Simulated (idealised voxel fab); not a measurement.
process module | voxel fin reveal
cross-section cut | 200 nm wide | cells 5 nm
A cross-section is a grid of square cells, given in bands from the top down. A band is one or more rows of cells.
Each band's line starts with the height of the band's top and of its bottom, in nm. Then come its materials from left to right, each with its width in nm. One material with "throughout" fills the band from edge to edge. "air" is empty space.
Height 0 is the level under which the wafer as received is all one material. The lowest band goes on downwards, as in "0 down".
A width such as "30 to 40" changes by the same amount from each row of cells to the next, from the band's top row to its bottom row.
"no change" after a step means that no cell of the cross-section changed.
closed voids: empty space of 8 cells or more with no open way to the top, each as width x height at its distance from the left edge, in nm
after a step's settings: what the simulator itself notes on the step
overlay nm, on a step with a mask: how far to the right of its planned place the mask lay; to the left if negative
plan
1 op RECEIVE | material Si
2 op CONFORMAL_DEP | material SiN | thk nm 5
3 op PATTERN | tone cover | mask id FINS | material resist | width nm 15 | pitch nm 45 | thk nm 20 | overlay nm 0
4 op DIRECTIONAL_ETCH | etch materials SiN | depth nm 5
5 op DIRECTIONAL_ETCH | etch materials Si | depth nm 40
6 op STRIP | etch materials resist
7 op OXIDIZE | depth nm 5
8 op FILL_DEP | material SiO2 | thk nm 5
9 op CMP | height nm 5
10 op SELECTIVE_ETCH | etch materials SiO2 | depth nm 35
11 op STRIP | etch materials SiN
varied across the wafers: width nm of step 3. The plan shows the first wafer's value. All wafers start alike
first wafer as received, after step 1
  0 down: Si throughout
  closed voids: none
each wafer at the end: cells of each material gained (+) or lost (-) since it was received, then its closed voids
width nm 15 | -333 Si | +111 SiO2 | closed voids: none
width nm 20 | -306 Si | +102 SiO2 | closed voids: none
width nm 25 | -279 Si | +93 SiO2 | closed voids: none
width nm 30 | -252 Si | +84 SiO2 | closed voids: none
